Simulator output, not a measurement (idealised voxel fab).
The following is a process module called voxel tone inversion.
In the cross-section labelled cut, the width is 180 nm and each square cell is 5 nm.
Bands, listed from the top down, are how a cross-section gets written in this document; the cross-section itself is a grid of square cells, and a band is one or more rows of them. What a band's entry tells you: where the top is and where the bottom is, as heights in nm, and after that what lies inside, material by material from left to right, each with its width in nm. Empty space is written as the word "blank", and a single material marked with the word "all across" occupies the band from edge to edge. We count height from 0. Below that, the starting wafer is all one material. The lowest band never ends at the bottom but goes on down; see "0 down" for how that is written. Top row gets the first number, bottom row gets the second, and each row in between changes by the same step: that is how a band width like "30 to 40" works. The designation "left unchanged", where it is given for a processing step, indicates that no cell of the cross-section was altered in the course of that step. If an empty space has no open way to the top and is at least 8 cells in size, "Fully enclosed voids" lists it, written width x height at distance, where distance is measured from the left edge and every value is in nm. The remark found on a step's line after its settings is issued by the simulator itself and pertains to that step. Among the settings permitted on a step's line is "overlay nm"; applied to a step with a mask, it specifies the extent to which the mask lay to the right of its planned position, whereas a negative figure signifies a position to the left.

## Planned step list for the process
1: op RECEIVE | material Si
2: op CONFORMAL_DEP | material SiN | thk nm 5
3: op DIRECTIONAL_DEP | material aC | thk nm 15
4: op PATTERN | tone cover | mask id POSTS | material resist | width nm 20 | pitch nm 35 | thk nm 25 | overlay nm 0
5: op DIRECTIONAL_ETCH | etch materials aC | depth nm 15
6: op STRIP | etch materials resist
7: op FILL_DEP | material SiO2 | thk nm 5
8: op CMP | height nm 20
9: op STRIP | etch materials aC

## Cross-section of the wafer upon arrival, representing the state reached after step 1
- 0 down | Si all across
- Fully enclosed voids: none

## Cross-sectional result after module completion. Note: starting condition and plan are unchanged from above; one processing mistake was made
- 20 to 5 | blank: 45; aC: 20; blank: 15; aC: 20; blank: 15; aC: 20; blank: 45
- 5 to 0 | SiN all across
- 0 down | Si all across
- Fully enclosed voids: none
It is concluded that the wafer was processed incorrectly with respect to the plan, in that step 9 went in with a setting other than planned; the actual run was op STRIP | etch materials SiO2
